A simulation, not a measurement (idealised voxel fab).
The following is a process module called voxel spacer lines.
Square cell edge 5 nm, section width 225 nm, ID cut.
Square cells in a grid make up a cross-section in this document, and the grid is given as bands, listed from the top down, each one or more rows of cells. A band entry consists of two parts. The first gives the height of the band's top and the height of its bottom, in nm. The rest lists the band's materials from left to right, each with its width in nm. A single material labelled with the word "full width" fills the band from edge to edge, and the word "empty" marks empty space. Where do heights start? At 0: under that level the wafer as delivered is made of one material only. And the lowest band has no floor; it just carries on downward, as in "z 0 and below". The expression "30->40" gives the width at the extremes of the band, the first number at its top row of cells and the second at its bottom row, with the width changing by equal amounts from each row to the next in between. Given "no change occurred" for a step, no cell of the cross-section differs between before and after that step. Enclosed voids (no open way to top), threshold 8 cells or more, entry "Trapped void list", notation width x height at distance, distance from left edge, nm. Text after the settings on a step's line: the simulator's own remark on that step. "overlay nm" denotes, for a step that has a mask, the displacement of the mask to the right of its planned place, with negative values corresponding to the left.
## The following list gives the planned process steps
1,RECEIVE [material Si]
2,CONFORMAL_DEP [material SiO2] [thk nm 10]
3,DIRECTIONAL_DEP [material TiN] [thk nm 10]
4,DIRECTIONAL_DEP [material polySi] [thk nm 20]
5,PATTERN [tone cover] [mask id MANDREL] [material resist] [width nm 20] [pitch nm 70] [thk nm 30] [overlay nm 0]
6,DIRECTIONAL_ETCH [etch materials polySi] [depth nm 10]
7,STRIP [etch materials resist]
8,CONFORMAL_DEP [material SiN] [thk nm 15]
9,DIRECTIONAL_ETCH [etch materials SiN] [depth nm 15]
10,STRIP [etch materials polySi]
11,DIRECTIONAL_ETCH [etch materials TiN] [depth nm 10]
12,STRIP [etch materials SiN]
The depth nm used in step 6 is not the same on every wafer, whereas the starting condition is; the value printed in the plan is the first wafer's.
## Step 1 complete: as-received cross-section of the first of several wafers
* z 0 and below: Si full width
* Trapped void list: none
## Cross-section of the first of several wafers, taken after step 12, where the module ends
* z 10 to 0: SiO2 full width
* z 0 and below: Si full width
* Trapped void list: none
## So this is the cross-section on the last wafer at the end of the module
* z 20 to 10: empty=15; TiN=15; empty=20; TiN=15; empty=20; TiN=15; empty=20; TiN=15; empty=20; TiN=15; empty=20; TiN=15; empty=20
* z 10 to 0: SiO2 full width
* z 0 and below: Si full width
* Trapped void list: none
## The rows of the table below are wafers. Looking at the end of the module, a row counts, for every material, the cells the wafer has gained, shown as (+), or lost, shown as (-), since it was received; its closed voids come next
depth nm 10 | +90 SiO2 | Trapped void list: none
depth nm 15 | +90 SiO2 | Trapped void list: none
depth nm 20 | +90 SiO2 | +36 TiN | Trapped void list: none
depth nm 25 | +90 SiO2 | +36 TiN | Trapped void list: none
depth nm 30 | +90 SiO2 | +36 TiN | Trapped void list: none
depth nm 35 | +90 SiO2 | +36 TiN | Trapped void list: none
